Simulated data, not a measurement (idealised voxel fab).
You're looking at the process module voxel trench capacitor.
It is cross-section cut that appears here, measuring 260 nm in width, its square cells being 5 nm in size.
This document writes a cross-section as a grid whose cells are square, and gives it as bands, listed from the top down; one or more rows of cells form a band.
Top, bottom (nm), then materials left to right with widths (nm); lone material tagged "all across" fills the whole band edge to edge; "empty" = empty space.
We count height from 0. Below that, the starting wafer is all one material. The lowest band never ends at the bottom but goes on down; see "from 0 down" for how that is written.
The expression "30..40" gives the width at the extremes of the band, the first number at its top row of cells and the second at its bottom row, with the width changing by equal amounts from each row to the next in between.
The designation "left unchanged", where it is given for a processing step, indicates that no cell of the cross-section was altered in the course of that step.
Under "Enclosed internal cavities" you'll find the enclosed gaps, the ones with no way out to the top, that are 8 cells or bigger; each reads width x height at distance, with distance counted from the left edge, everything in nm.
It should be noted that, on the line of a given step, the content following the step's settings is a remark produced by the simulator itself with respect to that step.
"overlay nm" answers the question of how far to the right of plan the mask lay on a step that has a mask, and when it is negative the answer is to the left.
[plan]
1. RECEIVE with material Si
2. CONFORMAL_DEP with material SiN, thk nm 10
3. PATTERN with tone open, mask id TRENCH, material resist, width nm 25, pitch nm 45, thk nm 15, overlay nm -15
4. DIRECTIONAL_ETCH with etch materials SiN, depth nm 10
5. DIRECTIONAL_ETCH with etch materials Si, depth nm 40
6. STRIP with etch materials resist
7. CONFORMAL_DEP with material Al2O3, thk nm 5
8. CONFORMAL_DEP with material TiN, thk nm 5
9. FILL_DEP with material W, thk nm 5
10. CMP with height nm 10
Across this set of wafers, the varied parameter is the overlay nm of step 3. Starting conditions are identical for every wafer, and the plan reports the value assigned to the first wafer.
[Cross-sectional view of the first of several wafers in the as-received condition, corresponding to the state following step 1]
from 0 down: Si all across
Enclosed internal cavities: none
[Cross-sectional representation of the first of several wafers at the end of the module, i.e. after its terminal step, step 10]
from 10 to 0: SiN 35  Al2O3 5  TiN 5  W 5  TiN 5  Al2O3 5  SiN 20  Al2O3 5  TiN 5  W 5  TiN 5  Al2O3 5  SiN 20  Al2O3 5  TiN 5  W 5  TiN 5  Al2O3 5  SiN 20  Al2O3 5  TiN 5  W 5  TiN 5  Al2O3 5  SiN 65
from 0 to -30: Si 35  Al2O3 5  TiN 5  W 5  TiN 5  Al2O3 5  Si 20  Al2O3 5  TiN 5  W 5  TiN 5  Al2O3 5  Si 20  Al2O3 5  TiN 5  W 5  TiN 5  Al2O3 5  Si 20  Al2O3 5  TiN 5  W 5  TiN 5  Al2O3 5  Si 65
from -30 to -35: Si 35  Al2O3 5  TiN 15  Al2O3 5  Si 20  Al2O3 5  TiN 15  Al2O3 5  Si 20  Al2O3 5  TiN 15  Al2O3 5  Si 20  Al2O3 5  TiN 15  Al2O3 5  Si 65
from -35 to -40: Si 35  Al2O3 25  Si 20  Al2O3 25  Si 20  Al2O3 25  Si 20  Al2O3 25  Si 65
from -40 down: Si all across
Enclosed internal cavities: none
[The last wafer as seen in cross-section at the end of the module]
from 10 to 0: SiN 65  Al2O3 5  TiN 5  W 5  TiN 5  Al2O3 5  SiN 20  Al2O3 5  TiN 5  W 5  TiN 5  Al2O3 5  SiN 20  Al2O3 5  TiN 5  W 5  TiN 5  Al2O3 5  SiN 20  Al2O3 5  TiN 5  W 5  TiN 5  Al2O3 5  SiN 35
from 0 to -30: Si 65  Al2O3 5  TiN 5  W 5  TiN 5  Al2O3 5  Si 20  Al2O3 5  TiN 5  W 5  TiN 5  Al2O3 5  Si 20  Al2O3 5  TiN 5  W 5  TiN 5  Al2O3 5  Si 20  Al2O3 5  TiN 5  W 5  TiN 5  Al2O3 5  Si 35
from -30 to -35: Si 65  Al2O3 5  TiN 15  Al2O3 5  Si 20  Al2O3 5  TiN 15  Al2O3 5  Si 20  Al2O3 5  TiN 15  Al2O3 5  Si 20  Al2O3 5  TiN 15  Al2O3 5  Si 35
from -35 to -40: Si 65  Al2O3 25  Si 20  Al2O3 25  Si 20  Al2O3 25  Si 20  Al2O3 25  Si 35
from -40 down: Si all across
Enclosed internal cavities: none
[Heads up, this table goes wafer by wafer. A row tells you, at the end of the module, how many cells of each material that wafer has put on (+) or dropped (-) since it was received, and then its closed voids]
overlay nm -15, +92 Al2O3, -160 Si, +64 SiN, +76 TiN, +32 W, Enclosed internal cavities: none
overlay nm -10, +92 Al2O3, -160 Si, +64 SiN, +76 TiN, +32 W, Enclosed internal cavities: none
overlay nm -5, +92 Al2O3, -160 Si, +64 SiN, +76 TiN, +32 W, Enclosed internal cavities: none
overlay nm 0, +92 Al2O3, -160 Si, +64 SiN, +76 TiN, +32 W, Enclosed internal cavities: none
overlay nm 5, +92 Al2O3, -160 Si, +64 SiN, +76 TiN, +32 W, Enclosed internal cavities: none
overlay nm 10, +92 Al2O3, -160 Si, +64 SiN, +76 TiN, +32 W, Enclosed internal cavities: none
overlay nm 15, +92 Al2O3, -160 Si, +64 SiN, +76 TiN, +32 W, Enclosed internal cavities: none
